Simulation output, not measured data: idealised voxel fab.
This is a process module. Its name is voxel self aligned vias.
Square cells of 5 nm make up the cross-section cut, whose width is 175 nm.
Heads up, the way a cross-section reads in here is a grid of square cells, handed over as bands from the top down, with every band being one or more rows of cells. The entry gives the band's vertical extent as a top height and a bottom height in nm, then its horizontal make-up as materials from left to right, each with a width in nm. "empty" stands for empty space; a single material marked "full width" fills the band edge to edge. Convention: height 0 is the level below which the wafer, as received, is all one material. The lowest band does not terminate at the bottom but continues downward, represented as "top 0, no bottom". Graded width ("30 to 40"): value in top row of band = first number; value in bottom row = second number; row-to-row change constant. When a step is marked "no change occurred", none of the cells in the cross-section changed during that step. Entry "Sealed void list". Content: empty spaces with no open connection to the top, size 8 cells or greater. Each: width x height at distance. Distance: from left edge. Unit: nm. Read whatever lies past the settings on a step's line as the simulator's own remark about the step. "overlay nm" on a masked step: distance the mask lay right of its planned place, negative for left.
Steps in the process plan:
- 1: RECEIVE (material Si)
- 2: CONFORMAL_DEP (material SiO2; thk nm 15)
- 3: CONFORMAL_DEP (material SiCN; thk nm 5)
- 4: DIRECTIONAL_DEP (material lowk; thk nm 25)
- 5: DIRECTIONAL_DEP (material aC; thk nm 15)
- 6: PATTERN (tone open; mask id LINES; material resist; width nm 25; pitch nm 65; thk nm 35; overlay nm 0)
- 7: DIRECTIONAL_ETCH (etch materials aC; depth nm 15)
- 8: STRIP (etch materials resist)
- 9: DIRECTIONAL_ETCH (etch materials lowk; depth nm 25)
- 10: STRIP (etch materials aC)
- 11: CONFORMAL_DEP (material TiN; thk nm 5)
- 12: FILL_DEP (material W; thk nm 10)
- 13: CMP (height nm 45)
- 14: SELECTIVE_ETCH (etch materials W Ru TiN; depth nm 5)
- 15: FILL_DEP (material SiN; thk nm 5)
- 16: CMP (height nm 45)
- 17: DIRECTIONAL_DEP (material lowk; thk nm 15)
- 18: MASKED_ETCH (tone open; mask id VIAS; width nm 35; etch materials lowk; depth nm 15; overlay nm 0)
- 19: MASKED_ETCH (tone open; mask id VIAS; width nm 35; etch materials SiN; depth nm 5; overlay nm 0)
- 20: CONFORMAL_DEP (material TiN; thk nm 5)
- 21: FILL_DEP (material Cu; thk nm 5)
- 22: CMP (height nm 60)
- 23: CONFORMAL_DEP (material SiN; thk nm 5)
Of two wafers, the first: run according to plan:
Step 1 complete: cross-section of the wafer as received:
	top 0, no bottom: Si full width
	Sealed void list: none
Presented here is a cross-section of the wafer after step 2 has been performed:
	top 15, bottom 0: SiO2 full width
	Everything under 0 stays put, no change at all.
Presented here is a cross-section of the wafer after step 3 has been performed:
	top 20, bottom 15: SiCN full width
	Everything under 15 stays put, no change at all.
Presented here is a cross-section of the wafer after step 4 has been performed:
	top 45, bottom 20: lowk full width
	Everything under 20 stays put, no change at all.
Presented here is a cross-section of the wafer after step 5 has been performed:
	top 60, bottom 45: aC full width
	Everything under 45 stays put, no change at all.
Presented here is a cross-section of the wafer after step 6 has been performed:
	top 95, bottom 60: resist: 40 / empty: 25 / resist: 40 / empty: 25 / resist: 45
	Everything under 60 stays put, no change at all.
Presented here is a cross-section of the wafer after step 7 has been performed:
	top 80, bottom 60: resist: 40 / empty: 25 / resist: 40 / empty: 25 / resist: 45
	top 60, bottom 45: aC: 40 / empty: 25 / aC: 40 / empty: 25 / aC: 45
	Everything under 45 stays put, no change at all.
Presented here is a cross-section of the wafer after step 8 has been performed:
	top 60, bottom 45: aC: 40 / empty: 25 / aC: 40 / empty: 25 / aC: 45
	Everything under 45 stays put, no change at all.
Presented here is a cross-section of the wafer after step 9 has been performed:
	top 60, bottom 45: aC: 40 / empty: 25 / aC: 40 / empty: 25 / aC: 45
	top 45, bottom 20: lowk: 40 / empty: 25 / lowk: 40 / empty: 25 / lowk: 45
	Everything under 20 stays put, no change at all.
Presented here is a cross-section of the wafer after step 10 has been performed:
	top 45, bottom 20: lowk: 40 / empty: 25 / lowk: 40 / empty: 25 / lowk: 45
	Everything under 20 stays put, no change at all.
Presented here is a cross-section of the wafer after step 11 has been performed:
	top 50, bottom 45: TiN: 45 / empty: 15 / TiN: 50 / empty: 15 / TiN: 50
	top 45, bottom 25: lowk: 40 / TiN: 5 / empty: 15 / TiN: 5 / lowk: 40 / TiN: 5 / empty: 15 / TiN: 5 / lowk: 45
	top 25, bottom 20: lowk: 40 / TiN: 25 / lowk: 40 / TiN: 25 / lowk: 45
	Everything under 20 stays put, no change at all.
Presented here is a cross-section of the wafer after step 12 has been performed:
	top 60, bottom 50: W full width
	top 50, bottom 45: TiN: 45 / W: 15 / TiN: 50 / W: 15 / TiN: 50
	top 45, bottom 25: lowk: 40 / TiN: 5 / W: 15 / TiN: 5 / lowk: 40 / TiN: 5 / W: 15 / TiN: 5 / lowk: 45
	Everything under 25 stays put, no change at all.
Presented here is a cross-section of the wafer after step 13 has been performed:
	top 45, bottom 25: lowk: 40 / TiN: 5 / W: 15 / TiN: 5 / lowk: 40 / TiN: 5 / W: 15 / TiN: 5 / lowk: 45
	Everything under 25 stays put, no change at all.
Presented here is a cross-section of the wafer after step 14 has been performed:
	top 45, bottom 40: lowk: 40 / empty: 25 / lowk: 40 / empty: 25 / lowk: 45
	Everything under 40 stays put, no change at all.
Presented here is a cross-section of the wafer after step 15 has been performed:
	top 50, bottom 45: SiN full width
	top 45, bottom 40: lowk: 40 / SiN: 25 / lowk: 40 / SiN: 25 / lowk: 45
	Everything under 40 stays put, no change at all.
Presented here is a cross-section of the wafer after step 16 has been performed:
	top 45, bottom 40: lowk: 40 / SiN: 25 / lowk: 40 / SiN: 25 / lowk: 45
	Everything under 40 stays put, no change at all.
Presented here is a cross-section of the wafer after step 17 has been performed:
	top 60, bottom 45: lowk full width
	Everything under 45 stays put, no change at all.
Presented here is a cross-section of the wafer after step 18 has been performed:
	top 60, bottom 45: lowk: 35 / empty: 35 / lowk: 105
	Everything under 45 stays put, no change at all.
Presented here is a cross-section of the wafer after step 19 has been performed:
	top 60, bottom 45: lowk: 35 / empty: 35 / lowk: 105
	top 45, bottom 40: lowk: 40 / empty: 25 / lowk: 40 / SiN: 25 / lowk: 45
	Everything under 40 stays put, no change at all.
Presented here is a cross-section of the wafer after step 20 has been performed:
	top 65, bottom 60: TiN: 40 / empty: 25 / TiN: 110
	top 60, bottom 50: lowk: 35 / TiN: 5 / empty: 25 / TiN: 5 / lowk: 105
	top 50, bottom 45: lowk: 35 / TiN: 10 / empty: 15 / TiN: 10 / lowk: 105
	top 45, bottom 40: lowk: 40 / TiN: 25 / lowk: 40 / SiN: 25 / lowk: 45
	Everything under 40 stays put, no change at all.
Presented here is a cross-section of the wafer after step 21 has been performed:
	top 70, bottom 65: Cu full width
	top 65, bottom 60: TiN: 40 / Cu: 25 / TiN: 110
	top 60, bottom 50: lowk: 35 / TiN: 5 / Cu: 25 / TiN: 5 / lowk: 105
	top 50, bottom 45: lowk: 35 / TiN: 10 / Cu: 15 / TiN: 10 / lowk: 105
	Everything under 45 stays put, no change at all.
Presented here is a cross-section of the wafer after step 22 has been performed:
	top 60, bottom 50: lowk: 35 / TiN: 5 / Cu: 25 / TiN: 5 / lowk: 105
	Everything under 50 stays put, no change at all.
Presented here is a cross-section of the wafer after step 23 has been performed:
	top 65, bottom 60: SiN full width
	Everything under 60 stays put, no change at all.
Second wafer. Start and plan as for the first. One mistake made in running. Agrees with the first up to and including step 16:
Second wafer shown in cross-section at the time step 17 was slated to end:
	top 45, bottom 40: lowk: 35 / empty: 5 / SiN: 25 / empty: 5 / lowk: 35 / SiN: 25 / lowk: 45
	top 40, bottom 30: lowk: 35 / empty: 5 / TiN: 5 / W: 15 / TiN: 5 / empty: 5 / lowk: 35 / TiN: 5 / W: 15 / TiN: 5 / lowk: 45
	Everything under 30 stays put, no change at all.
Second wafer shown in cross-section at the time step 18 was slated to end:
	top 60, bottom 45: lowk: 35 / empty: 5 / lowk: 25 / empty: 5 / lowk: 105
	top 45, bottom 40: lowk: 40 / SiN: 25 / lowk: 40 / SiN: 25 / lowk: 45
	top 40, bottom 25: lowk: 40 / TiN: 5 / W: 15 / TiN: 5 / lowk: 40 / TiN: 5 / W: 15 / TiN: 5 / lowk: 45
	Everything under 25 stays put, no change at all.
Second wafer shown in cross-section at the time step 19 was slated to end: no change occurred
Second wafer shown in cross-section at the time step 20 was slated to end:
	top 65, bottom 60: TiN full width
	top 60, bottom 45: lowk: 35 / TiN: 5 / lowk: 25 / TiN: 5 / lowk: 105
	Everything under 45 stays put, no change at all.
Second wafer shown in cross-section at the time step 21 was slated to end:
	top 70, bottom 65: Cu full width
	Everything under 65 stays put, no change at all.
Second wafer shown in cross-section at the time step 22 was slated to end:
	top 60, bottom 45: lowk: 35 / TiN: 5 / lowk: 25 / TiN: 5 / lowk: 105
	Everything under 45 stays put, no change at all.
Second wafer shown in cross-section at the time step 23 was slated to end:
	top 65, bottom 60: SiN full width
	Everything under 60 stays put, no change at all.
What broke from the plan during processing? it was found that steps 17 and 18 of the process plan had been performed in exchanged positions
Looking at both finished wafers in cells, the second ends up ahead of or behind the first on some materials: -13 Cu; +5 SiN; -7 TiN; +15 lowk
